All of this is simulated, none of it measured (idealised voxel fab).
process module | voxel spacer lines
cross-section cut | 190 nm wide | cells 5 nm
A cross-section is a grid of square cells, given in bands from the top down. A band is one or more rows of cells.
Each band's line starts with the height of the band's top and of its bottom, in nm. Then come its materials from left to right, each with its width in nm. One material with "throughout" fills the band from edge to edge. "air" is empty space.
Height 0 is the level under which the wafer as received is all one material. The lowest band goes on downwards, as in "0 down".
A width such as "30 to 40" changes by the same amount from each row of cells to the next, from the band's top row to its bottom row.
"no change" after a step means that no cell of the cross-section changed.
closed voids: empty space of 8 cells or more with no open way to the top, each as width x height at its distance from the left edge, in nm
after a step's settings: what the simulator itself notes on the step
overlay nm, on a step with a mask: how far to the right of its planned place the mask lay; to the left if negative
plan
1 op RECEIVE | material Si
2 op CONFORMAL_DEP | material Al2O3 | thk nm 5
3 op DIRECTIONAL_DEP | material TiN | thk nm 15
4 op DIRECTIONAL_DEP | material aC | thk nm 20
5 op PATTERN | tone cover | mask id MANDREL | material resist | width nm 15 | pitch nm 50 | thk nm 30 | overlay nm 0
6 op DIRECTIONAL_ETCH | etch materials aC | depth nm 20
7 op STRIP | etch materials resist
8 op CONFORMAL_DEP | material SiN | thk nm 10
9 op DIRECTIONAL_ETCH | etch materials SiN | depth nm 10
10 op STRIP | etch materials aC
11 op DIRECTIONAL_ETCH | etch materials TiN | depth nm 15
12 op STRIP | etch materials SiN
as received, after step 1
  0 down: Si throughout
  closed voids: none
first wafer at the end, as planned
  20 to 5: air 50 | TiN 10 | air 15 | TiN 10 | air 15 | TiN 10 | air 15 | TiN 10 | air 55
  5 to 0: Al2O3 throughout
  0 down: Si throughout
  closed voids: none
second wafer at the end: like start, like plan, one mistake
  20 to 5: air 60 | TiN 10 | air 15 | TiN 10 | air 15 | TiN 10 | air 15 | TiN 10 | air 45
  5 to 0: Al2O3 throughout
  0 down: Si throughout
  closed voids: none
what went wrong: step 5 ran as: op PATTERN | tone cover | mask id MANDREL | material resist | width nm 15 | pitch nm 50 | thk nm 30 | overlay nm 10
at the end the second wafer has, in cells: as many of each material as the first, in other places
